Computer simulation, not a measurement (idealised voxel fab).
This is a process module. Its name is voxel wiring stack.
Cross-section cut: width 155 nm, square cells of 5 nm.
Cross-section, as written here: a square-cell grid given band by band from the top down, where a band holds one or more rows of cells.
Within each band entry, the heights of the top and of the bottom of the band appear first, in that order and in nm; the materials of the band then follow from left to right, each with its corresponding width in nm. The designation "edge to edge" on a single material indicates that it fills the band from edge to edge; the designation "empty" indicates empty space.
Ref level 0: as-received wafer is one material below here. Bottom band extends down with no lower bound ("from 0 down").
A two-number width, for instance "30->40", indicates that the width is equal to the first number in the top row of the band and to the second number in the bottom row, and that it changes by a constant amount per row of cells.
"no alteration" (step): cross-section cells unchanged, all of them.
"Fully closed voids" contains a list of empty spaces, each no smaller than 8 cells and without an open way to the top, written in the form width x height at distance with the distance from the left edge and all three in nm.
On a step's line, text after the settings is the simulator commenting on that step.
Among the settings permitted on a step's line is "overlay nm"; applied to a step with a mask, it specifies the extent to which the mask lay to the right of its planned position, whereas a negative figure signifies a position to the left.
So here's the lineup of process steps we planned
1,op RECEIVE | material Si
2,op CONFORMAL_DEP | material SiO2 | thk nm 15
3,op DIRECTIONAL_DEP | material TiN | thk nm 5
4,op DIRECTIONAL_DEP | material W | thk nm 20
5,op PATTERN | tone cover | mask id METAL_1 | material resist | width nm 20 | pitch nm 50 | thk nm 20 | overlay nm 0
6,op DIRECTIONAL_ETCH | etch materials W | depth nm 20
7,op DIRECTIONAL_ETCH | etch materials TiN | depth nm 5
8,op STRIP | etch materials resist
9,op CONFORMAL_DEP | material SiCN | thk nm 5
10,op FILL_DEP | material lowk | thk nm 10
11,op CMP | height nm 40
12,op CONFORMAL_DEP | material SiCN | thk nm 5
13,op DIRECTIONAL_DEP | material SiO2 | thk nm 35
14,op DIRECTIONAL_DEP | material aC | thk nm 10
15,op PATTERN | tone open | mask id METAL_2 | material resist | width nm 20 | pitch nm 50 | thk nm 25 | overlay nm 0
16,op DIRECTIONAL_ETCH | etch materials aC | depth nm 10
17,op STRIP | etch materials resist
18,op DIRECTIONAL_ETCH | etch materials SiO2 | depth nm 20
19,op STRIP | etch materials aC
20,op PATTERN | tone open | mask id METAL_2_HOLES | material resist | width nm 15 | thk nm 20 | overlay nm 0
21,op DIRECTIONAL_ETCH | etch materials SiO2 | depth nm 15
22,op DIRECTIONAL_ETCH | etch materials SiCN | depth nm 5
23,op STRIP | etch materials resist
24,op CONFORMAL_DEP | material TiN | thk nm 5
25,op FILL_DEP | material Cu | thk nm 10
26,op CMP | height nm 80
27,op CONFORMAL_DEP | material SiN | thk nm 5
This is the cross-section of the wafer as we received it, i.e. after step 1
> from 0 down: Si edge to edge
> Fully closed voids: none
Module complete, cross-section. Starting point and plan per above. One mistake made in running the module
> from 85 to 80: SiN edge to edge
> from 80 to 65: 40 SiO2, then 5 TiN, then 10 Cu, then 5 TiN, then 30 SiO2, then 5 TiN, then 10 Cu, then 5 TiN, then 45 SiO2
> from 65 to 60: 40 SiO2, then 5 TiN, then 5 Cu, then 10 TiN, then 30 SiO2, then 20 TiN, then 45 SiO2
> from 60 to 45: 40 SiO2, then 5 TiN, then 5 Cu, then 5 TiN, then 100 SiO2
> from 45 to 40: 40 SiCN, then 15 TiN, then 100 SiCN
> from 40 to 20: 40 W, then 5 SiCN, then 10 lowk, then 5 SiCN, then 30 W, then 5 SiCN, then 10 lowk, then 5 SiCN, then 45 W
> from 20 to 15: 40 TiN, then 20 SiCN, then 30 TiN, then 20 SiCN, then 45 TiN
> from 15 to 0: SiO2 edge to edge
> from 0 down: Si edge to edge
> Fully closed voids: none
Which mistake was made when the wafer was run? step 5 was run on a setting that differed from the plan, and what really ran there is op PATTERN | tone open | mask id METAL_1 | material resist | width nm 20 | pitch nm 50 | thk nm 20 | overlay nm 0
